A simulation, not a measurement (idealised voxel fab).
The process module presented herein is designated voxel transistor to metal.
Square cell edge 5 nm, section width 180 nm, ID cut.
Notation: cross-section as square-cell grid; stated in bands, top first, going down; one or more cell rows per band. Within each band entry, the heights of the top and of the bottom of the band appear first, in that order and in nm; the materials of the band then follow from left to right, each with its corresponding width in nm. The designation "throughout" on a single material indicates that it fills the band from edge to edge; the designation "empty" indicates empty space. For the purposes of this specification, 0 denotes the height below which the wafer in its as-received condition is composed wholly of one material, and the lowermost band, lacking a lower limit, extends downward without end, as expressed in "top 0, no bottom". A two-number width, for instance "30..40", indicates that the width is equal to the first number in the top row of the band and to the second number in the bottom row, and that it changes by a constant amount per row of cells. For the purposes of this document, the phrase "no change occurred" attached to a step denotes that no cell within the cross-section was modified by that step. Heads up: "Enclosed cavities" only lists the empty pockets with no open path to the top that are 8 cells or more, and it writes them as width x height at distance, distance from the left edge, in nm. It should be noted that, on the line of a given step, the content following the step's settings is a remark produced by the simulator itself with respect to that step. "overlay nm" denotes, for a step that has a mask, the displacement of the mask to the right of its planned place, with negative values corresponding to the left.

[Planned step list for the process]
| 1 | RECEIVE: material Si |
| 2 | CONFORMAL_DEP: material SiO2, thk nm 5 |
| 3 | CONFORMAL_DEP: material SiN, thk nm 10 |
| 4 | MASKED_ETCH: tone cover, mask id ACTIVE, width nm 95, etch materials SiN, depth nm 10, overlay nm 0 |
| 5 | MASKED_ETCH: tone cover, mask id ACTIVE, width nm 95, etch materials SiO2, depth nm 5, overlay nm 0 |
| 6 | MASKED_ETCH: tone cover, mask id ACTIVE, width nm 95, etch materials Si, depth nm 35, overlay nm 0 |
| 7 | OXIDIZE: depth nm 5 |
| 8 | FILL_DEP: material SiO2, thk nm 10 |
| 9 | CMP: height nm 15 |
| 10 | SELECTIVE_ETCH: etch materials SiO2, depth nm 10 |
| 11 | STRIP: etch materials SiN |
| 12 | SELECTIVE_ETCH: etch materials SiO2, depth nm 5 |
| 13 | OXIDIZE: depth nm 5 |
| 14 | DIRECTIONAL_DEP: material polySi, thk nm 30 |
| 15 | DIRECTIONAL_DEP: material SiCN, thk nm 15 |
| 16 | PATTERN: tone cover, mask id GATE, material resist, width nm 25, thk nm 15, overlay nm 0 |
| 17 | DIRECTIONAL_ETCH: etch materials SiCN, depth nm 25 |
| 18 | DIRECTIONAL_ETCH: etch materials polySi, depth nm 40 |
| 19 | STRIP: etch materials resist |
| 20 | CONFORMAL_DEP: material SiN, thk nm 5 |
| 21 | DIRECTIONAL_ETCH: etch materials SiN, depth nm 5 |
| 22 | DIRECTIONAL_ETCH: etch materials SiO2, depth nm 5 |
| 23 | EPI: material SiGe, thk nm 5 |
| 24 | FILL_DEP: material SiO2, thk nm 5 |
| 25 | CMP: height nm 30 |
| 26 | STRIP: etch materials polySi |
| 27 | SELECTIVE_ETCH: etch materials SiO2, depth nm 5 |
| 28 | CONFORMAL_DEP: material HfO2, thk nm 5 |
| 29 | CONFORMAL_DEP: material TiN, thk nm 5 |
| 30 | FILL_DEP: material W, thk nm 10 |
| 31 | CMP: height nm 25 |
| 32 | DIRECTIONAL_DEP: material SiO2, thk nm 15 |
| 33 | PATTERN: tone open, mask id CONTACT, material resist, width nm 15, pitch nm 70, thk nm 15, overlay nm 0 |
| 34 | DIRECTIONAL_ETCH: etch materials SiO2, depth nm 40 |
| 35 | STRIP: etch materials resist |
| 36 | CONFORMAL_DEP: material TiN, thk nm 5 |
| 37 | FILL_DEP: material Ru, thk nm 10 |
| 38 | CMP: height nm 40 |
| 39 | CONFORMAL_DEP: material SiN, thk nm 5 |
| 40 | DIRECTIONAL_DEP: material SiO2, thk nm 25 |
| 41 | PATTERN: tone open, mask id METAL_1, material resist, width nm 15, pitch nm 70, thk nm 15, overlay nm 0 |
| 42 | DIRECTIONAL_ETCH: etch materials SiO2, depth nm 25 |
| 43 | DIRECTIONAL_ETCH: etch materials SiN, depth nm 5 |
| 44 | STRIP: etch materials resist |
| 45 | CONFORMAL_DEP: material TiN, thk nm 5 |
| 46 | FILL_DEP: material Cu, thk nm 10 |
| 47 | CMP: height nm 70 |
| 48 | CONFORMAL_DEP: material SiCN, thk nm 5 |
| 49 | DIRECTIONAL_DEP: material SiO2, thk nm 30 |
| 50 | DIRECTIONAL_DEP: material aC, thk nm 10 |
| 51 | PATTERN: tone open, mask id METAL_2, material resist, width nm 15, pitch nm 70, thk nm 25, overlay nm 0 |
| 52 | DIRECTIONAL_ETCH: etch materials aC, depth nm 10 |
| 53 | STRIP: etch materials resist |
| 54 | DIRECTIONAL_ETCH: etch materials SiO2, depth nm 15 |
| 55 | STRIP: etch materials aC |
| 56 | DIRECTIONAL_DEP: material aC, thk nm 15 |
| 57 | PATTERN: tone open, mask id METAL_2_HOLES, material resist, width nm 15, pitch nm 70, thk nm 30, overlay nm 0 |
| 58 | DIRECTIONAL_ETCH: etch materials aC, depth nm 15 |
| 59 | STRIP: etch materials resist |
| 60 | DIRECTIONAL_ETCH: etch materials SiO2, depth nm 15 |
| 61 | DIRECTIONAL_ETCH: etch materials SiCN, depth nm 5 |
| 62 | STRIP: etch materials aC |
| 63 | CONFORMAL_DEP: material TiN, thk nm 5 |
| 64 | FILL_DEP: material Cu, thk nm 10 |
| 65 | CMP: height nm 105 |
| 66 | CONFORMAL_DEP: material SiCN, thk nm 5 |

[As-received state of the wafer in cross-section, equivalent to post-step 1]
  top 0, no bottom = Si throughout
  Enclosed cavities: none

[Looking at the first of two wafers in cross-section at end of module - ran to plan]
  top 110, bottom 105 = SiCN throughout
  top 105, bottom 75 = SiO2 45  TiN 5  Cu 5  TiN 5  SiO2 55  TiN 5  Cu 5  TiN 5  SiO2 50
  top 75, bottom 70 = SiCN 45  TiN 15  SiCN 55  TiN 15  SiCN 50
  top 70, bottom 45 = SiO2 45  TiN 5  Cu 5  TiN 5  SiO2 55  TiN 5  Cu 5  TiN 5  SiO2 50
  top 45, bottom 40 = SiN 45  TiN 15  SiN 55  TiN 15  SiN 50
  top 40, bottom 25 = SiO2 45  TiN 5  Ru 5  TiN 5  SiO2 55  TiN 5  Ru 5  TiN 5  SiO2 50
  top 25, bottom 5 = SiO2 45  TiN 5  Ru 5  TiN 5  SiO2 10  SiN 5  HfO2 5  TiN 5  W 5  TiN 5  HfO2 5  SiN 5  SiO2 10  TiN 5  Ru 5  TiN 5  SiO2 50
  top 5, bottom 0 = SiO2 45  TiN 15  SiO2 10  SiN 5  HfO2 5  TiN 15  HfO2 5  SiN 5  SiO2 10  TiN 15  SiO2 50
  top 0, bottom -5 = SiO2 40  SiGe 30  HfO2 35  SiGe 30  SiO2 45
  top -5, bottom -40 = SiO2 45  Si 85  SiO2 50
  top -40, no bottom = Si throughout
  Enclosed cavities: none

[Presented here is a cross-section of the second of the two wafers as it stood at the end of the module. It was started in the same manner and assigned the same plan as the first wafer; however, one mistake was made in its execution]
  top 110, bottom 105 = SiCN throughout
  top 105, bottom 75 = SiO2 45  TiN 5  Cu 5  TiN 5  SiO2 55  TiN 5  Cu 5  TiN 5  SiO2 50
  top 75, bottom 70 = SiCN 45  TiN 15  SiCN 55  TiN 15  SiCN 50
  top 70, bottom 45 = SiO2 50  TiN 5  Cu 5  TiN 5  SiO2 55  TiN 5  Cu 5  TiN 5  SiO2 45
  top 45, bottom 40 = SiN 50  TiN 15  SiN 55  TiN 15  SiN 45
  top 40, bottom 25 = SiO2 45  TiN 5  Ru 5  TiN 5  SiO2 55  TiN 5  Ru 5  TiN 5  SiO2 50
  top 25, bottom 5 = SiO2 45  TiN 5  Ru 5  TiN 5  SiO2 10  SiN 5  HfO2 5  TiN 5  W 5  TiN 5  HfO2 5  SiN 5  SiO2 10  TiN 5  Ru 5  TiN 5  SiO2 50
  top 5, bottom 0 = SiO2 45  TiN 15  SiO2 10  SiN 5  HfO2 5  TiN 15  HfO2 5  SiN 5  SiO2 10  TiN 15  SiO2 50
  top 0, bottom -5 = SiO2 40  SiGe 30  HfO2 35  SiGe 30  SiO2 45
  top -5, bottom -40 = SiO2 45  Si 85  SiO2 50
  top -40, no bottom = Si throughout
  Enclosed cavities: none
Diagnosis: step 41 off recipe, ran as PATTERN: tone open, mask id METAL_1, material resist, width nm 15, pitch nm 70, thk nm 15, overlay nm 5
In the final comparison it is observed that the number of cells assigned to each material is identical for the two wafers, whereas their placement is not.
